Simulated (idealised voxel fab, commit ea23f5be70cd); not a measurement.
process module | voxel capacitor over wiring
cross-section cut | 240 nm wide | cells 5 nm
A cross-section is a grid of square cells, given in bands from the top down. A band is one or more rows of cells.
Each band's line starts with the height of the band's top and of its bottom, in nm. Then come its materials from left to right, each with its width in nm. One material with "throughout" fills the band from edge to edge. "air" is empty space.
Height 0 is the level under which the wafer as received is all one material. The lowest band goes on downwards, as in "0 down".
A width such as "30 to 40" changes by the same amount from each row of cells to the next, from the band's top row to its bottom row.
"no change" after a step means that no cell of the cross-section changed.
closed voids: empty space of 8 cells or more with no open way to the top, each as width x height at its distance from the left edge, in nm
after a step's settings: what the simulator itself notes on the step
overlay nm, on a step with a mask: how far to the right of its planned place the mask lay; to the left if negative
plan
1 op RECEIVE | material Si
2 op CONFORMAL_DEP | material SiO2 | thk nm 10
3 op CONFORMAL_DEP | material SiCN | thk nm 5
4 op DIRECTIONAL_DEP | material lowk | thk nm 20
5 op DIRECTIONAL_DEP | material aC | thk nm 10
6 op PATTERN | tone open | mask id METAL_1 | material resist | width nm 30 | pitch nm 80 | thk nm 30 | overlay nm 0
7 op DIRECTIONAL_ETCH | etch materials aC | depth nm 10
8 op STRIP | etch materials resist
9 op DIRECTIONAL_ETCH | etch materials lowk | depth nm 20
10 op DIRECTIONAL_ETCH | etch materials SiCN | depth nm 5
11 op STRIP | etch materials aC
12 op CONFORMAL_DEP | material TiN | thk nm 5
13 op FILL_DEP | material Cu | thk nm 5
14 op CMP | height nm 35
15 op EPI | material Ru | thk nm 5
16 op FILL_DEP | material SiCN | thk nm 5
17 op DIRECTIONAL_DEP | material SiO2 | thk nm 20
18 op DIRECTIONAL_DEP | material aC | thk nm 15
19 op PATTERN | tone open | mask id PLUG_1 | material resist | width nm 15 | thk nm 35 | overlay nm 0
20 op DIRECTIONAL_ETCH | etch materials aC | depth nm 15
21 op STRIP | etch materials resist
22 op DIRECTIONAL_ETCH | etch materials SiO2 | depth nm 20
23 op DIRECTIONAL_ETCH | etch materials SiCN | depth nm 5
24 op STRIP | etch materials aC
25 op EPI | material Ru | thk nm 10
26 op EPI | material Ru | thk nm 10
27 op EPI | material Ru | thk nm 5
28 op DIRECTIONAL_DEP | material TiN | thk nm 5
29 op DIRECTIONAL_DEP | material SiN | thk nm 5
30 op DIRECTIONAL_DEP | material TiN | thk nm 10
31 op DIRECTIONAL_DEP | material aC | thk nm 15
32 op PATTERN | tone cover | mask id UPPER_PLATE | material resist | width nm 55 | thk nm 35 | overlay nm 0
33 op DIRECTIONAL_ETCH | etch materials aC | depth nm 15
34 op STRIP | etch materials resist
35 op DIRECTIONAL_ETCH | etch materials TiN | depth nm 10
36 op DIRECTIONAL_ETCH | etch materials SiN | depth nm 5
37 op STRIP | etch materials aC
38 op MASKED_ETCH | tone cover | mask id LOWER_PLATE | width nm 65 | etch materials TiN | depth nm 5 | overlay nm 0
39 op FILL_DEP | material SiO2 | thk nm 15
40 op CMP | height nm 95
41 op MASKED_ETCH | tone open | mask id PLUG_2 | width nm 15 | etch materials SiO2 | depth nm 10 | overlay nm 0
42 op CONFORMAL_DEP | material TiN | thk nm 5
43 op FILL_DEP | material Ru | thk nm 5
44 op CMP | height nm 95
45 op CONFORMAL_DEP | material SiN | thk nm 5
as received, after step 1
  0 down: Si throughout
  closed voids: none
first wafer at the end, as planned
  100 to 95: SiN throughout
  95 to 90: SiO2 90 | TiN 5 | Ru 5 | TiN 5 | SiO2 135
  90 to 85: SiO2 90 | TiN 15 | SiO2 135
  85 to 75: SiO2 80 | TiN 55 | SiO2 105
  75 to 70: SiO2 80 | SiN 55 | SiO2 105
  70 to 65: SiO2 75 | TiN 65 | SiO2 100
  65 to 45: SiO2 80 | Ru 15 | SiO2 145
  45 to 40: SiCN 80 | Ru 15 | SiCN 145
  40 to 35: SiCN 60 | Ru 40 | SiCN 40 | Ru 40 | SiCN 60
  35 to 15: lowk 65 | TiN 5 | Cu 20 | TiN 5 | lowk 50 | TiN 5 | Cu 20 | TiN 5 | lowk 65
  15 to 10: SiCN 65 | TiN 30 | SiCN 50 | TiN 30 | SiCN 65
  10 to 0: SiO2 throughout
  0 down: Si throughout
  closed voids: none
second wafer at the end: like start, like plan, one mistake
  100 to 95: SiN throughout
  95 to 90: SiO2 90 | TiN 5 | Ru 5 | TiN 5 | SiO2 135
  90 to 85: SiO2 90 | TiN 15 | SiO2 135
  85 to 75: SiO2 80 | TiN 55 | SiO2 105
  75 to 70: SiO2 80 | SiN 55 | SiO2 105
  70 to 65: SiO2 75 | TiN 65 | SiO2 100
  65 to 45: SiO2 80 | Ru 15 | SiO2 145
  45 to 40: SiCN 80 | Ru 15 | SiCN 145
  40 to 35: SiCN 60 | Ru 40 | SiCN 40 | Ru 40 | SiCN 60
  35 to 15: lowk 65 | TiN 5 | Cu 20 | TiN 5 | lowk 50 | TiN 5 | Cu 20 | TiN 5 | lowk 65
  15 to 10: SiCN 65 | TiN 30 | SiCN 50 | TiN 30 | SiCN 65
  10 to 0: lowk throughout
  0 down: Si throughout
  closed voids: none
what went wrong: step 2 ran as: op CONFORMAL_DEP | material lowk | thk nm 10
at the end the second wafer has, in cells: 96 fewer of SiO2 | 96 more of lowk
